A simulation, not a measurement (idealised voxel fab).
Process module name: voxel ribs on slabs
Section cut is 275 nm wide and gridded with 5 nm square cells.
Cross-section = grid of square cells, listed top down in bands; band = one or more rows. A band entry consists of two parts. The first gives the height of the band's top and the height of its bottom, in nm. The rest lists the band's materials from left to right, each with its width in nm. A single material labelled with the word "throughout" fills the band from edge to edge, and the word "empty" marks empty space. Heights from 0 (as-received wafer is one material below). Bottom band endless downward, as "top 0, no bottom". The expression "30..40" gives the width at the extremes of the band, the first number at its top row of cells and the second at its bottom row, with the width changing by equal amounts from each row to the next in between. Any step labelled "nothing altered" changed none of the cells in the cross-section. "Listed closed voids" specifies each empty space that is not open to the top and that occupies no fewer than 8 cells, using the form width x height at distance, the distance measured from the left edge and all three quantities in nm. Step line, after settings: the simulator's comment on this step. On any step carrying a mask, the "overlay nm" setting, if present on the step's line, tells how far right of its planned place the mask lay; negative values point to the left.

## Below is the list of planned process steps
- 1: RECEIVE | material Si
- 2: DIRECTIONAL_DEP | material SiO2 | thk nm 20
- 3: DIRECTIONAL_DEP | material polySi | thk nm 15
- 4: MASKED_ETCH | tone cover | mask id RIB | width nm 15 | etch materials polySi | depth nm 5 | overlay nm 0
- 5: PATTERN | tone cover | mask id SLAB | material resist | width nm 45 | thk nm 20 | overlay nm 0
- 6: DIRECTIONAL_ETCH | etch materials polySi | depth nm 10
- 7: STRIP | etch materials resist
- 8: FILL_DEP | material SiO2 | thk nm 25
- 9: CMP | height nm 55
- 10: DIRECTIONAL_DEP | material W | thk nm 10
- 11: MASKED_ETCH | tone cover | mask id HEATER | width nm 25 | etch materials W | depth nm 10 | overlay nm 0
- 12: CONFORMAL_DEP | material SiO2 | thk nm 5

## First wafer of two (run as planned)

## The cross-section here shows the wafer as received, i.e. in its state after step 1
> top 0, no bottom: Si throughout
> Listed closed voids: none

## Once step 2 is through, the wafer looks like this in cross-section
> top 20, bottom 0: SiO2 throughout
> Heights below 0 show no change.

## Once step 3 is through, the wafer looks like this in cross-section
> top 35, bottom 20: polySi throughout
> Heights below 20 show no change.

## Once step 4 is through, the wafer looks like this in cross-section
> top 35, bottom 30: empty 130 / polySi 15 / empty 130
> Heights below 30 show no change.

## Once step 5 is through, the wafer looks like this in cross-section
> top 55, bottom 35: empty 115 / resist 45 / empty 115
> top 35, bottom 30: empty 115 / resist 15 / polySi 15 / resist 15 / empty 115
> Heights below 30 show no change.

## Once step 6 is through, the wafer looks like this in cross-section
> top 55, bottom 35: empty 115 / resist 45 / empty 115
> top 35, bottom 30: empty 115 / resist 15 / polySi 15 / resist 15 / empty 115
> top 30, bottom 20: empty 115 / polySi 45 / empty 115
> Heights below 20 show no change.

## Once step 7 is through, the wafer looks like this in cross-section
> top 35, bottom 30: empty 130 / polySi 15 / empty 130
> Heights below 30 show no change.

## Once step 8 is through, the wafer looks like this in cross-section
> top 60, bottom 35: SiO2 throughout
> top 35, bottom 30: SiO2 130 / polySi 15 / SiO2 130
> top 30, bottom 20: SiO2 115 / polySi 45 / SiO2 115
> Heights below 20 show no change.

## Once step 9 is through, the wafer looks like this in cross-section
> top 55, bottom 35: SiO2 throughout
> Heights below 35 show no change.

## Once step 10 is through, the wafer looks like this in cross-section
> top 65, bottom 55: W throughout
> Heights below 55 show no change.

## Once step 11 is through, the wafer looks like this in cross-section
> top 65, bottom 55: empty 125 / W 25 / empty 125
> Heights below 55 show no change.

## Once step 12 is through, the wafer looks like this in cross-section
> top 70, bottom 65: empty 120 / SiO2 35 / empty 120
> top 65, bottom 60: empty 120 / SiO2 5 / W 25 / SiO2 5 / empty 120
> top 60, bottom 55: SiO2 125 / W 25 / SiO2 125
> Heights below 55 show no change.

## Notes, second wafer: start = first wafer's, plan = first wafer's, execution had one mistake; history identical to first through step 2

## Second wafer, cut view, end of step 3 per plan
> top 50, bottom 20: polySi throughout
> Heights below 20 show no change.

## Second wafer, cut view, end of step 4 per plan
> top 50, bottom 45: empty 130 / polySi 15 / empty 130
> Heights below 45 show no change.

## Second wafer, cut view, end of step 5 per plan
> top 70, bottom 50: empty 115 / resist 45 / empty 115
> top 50, bottom 45: empty 115 / resist 15 / polySi 15 / resist 15 / empty 115
> Heights below 45 show no change.

## Second wafer, cut view, end of step 6 per plan
> top 70, bottom 50: empty 115 / resist 45 / empty 115
> top 50, bottom 45: empty 115 / resist 15 / polySi 15 / resist 15 / empty 115
> top 45, bottom 35: empty 115 / polySi 45 / empty 115
> Heights below 35 show no change.

## Second wafer, cut view, end of step 7 per plan
> top 50, bottom 45: empty 130 / polySi 15 / empty 130
> Heights below 45 show no change.

## Second wafer, cut view, end of step 8 per plan
> top 75, bottom 50: SiO2 throughout
> top 50, bottom 45: SiO2 130 / polySi 15 / SiO2 130
> top 45, bottom 35: SiO2 115 / polySi 45 / SiO2 115
> Heights below 35 show no change.

## Second wafer, cut view, end of step 9 per plan
> top 55, bottom 50: SiO2 throughout
> Heights below 50 show no change.

## Second wafer, cut view, end of step 10 per plan
> top 65, bottom 55: W throughout
> Heights below 55 show no change.

## Second wafer, cut view, end of step 11 per plan
> top 65, bottom 55: empty 125 / W 25 / empty 125
> Heights below 55 show no change.

## Second wafer, cut view, end of step 12 per plan
> top 70, bottom 65: empty 120 / SiO2 35 / empty 120
> top 65, bottom 60: empty 120 / SiO2 5 / W 25 / SiO2 5 / empty 120
> top 60, bottom 55: SiO2 125 / W 25 / SiO2 125
> Heights below 55 show no change.
Short version of what went wrong: it should be noted that step 3 of the plan was executed twice
Looking at both finished wafers in cells, the second ends up ahead of or behind the first on some materials: SiO2 -165, polySi +165
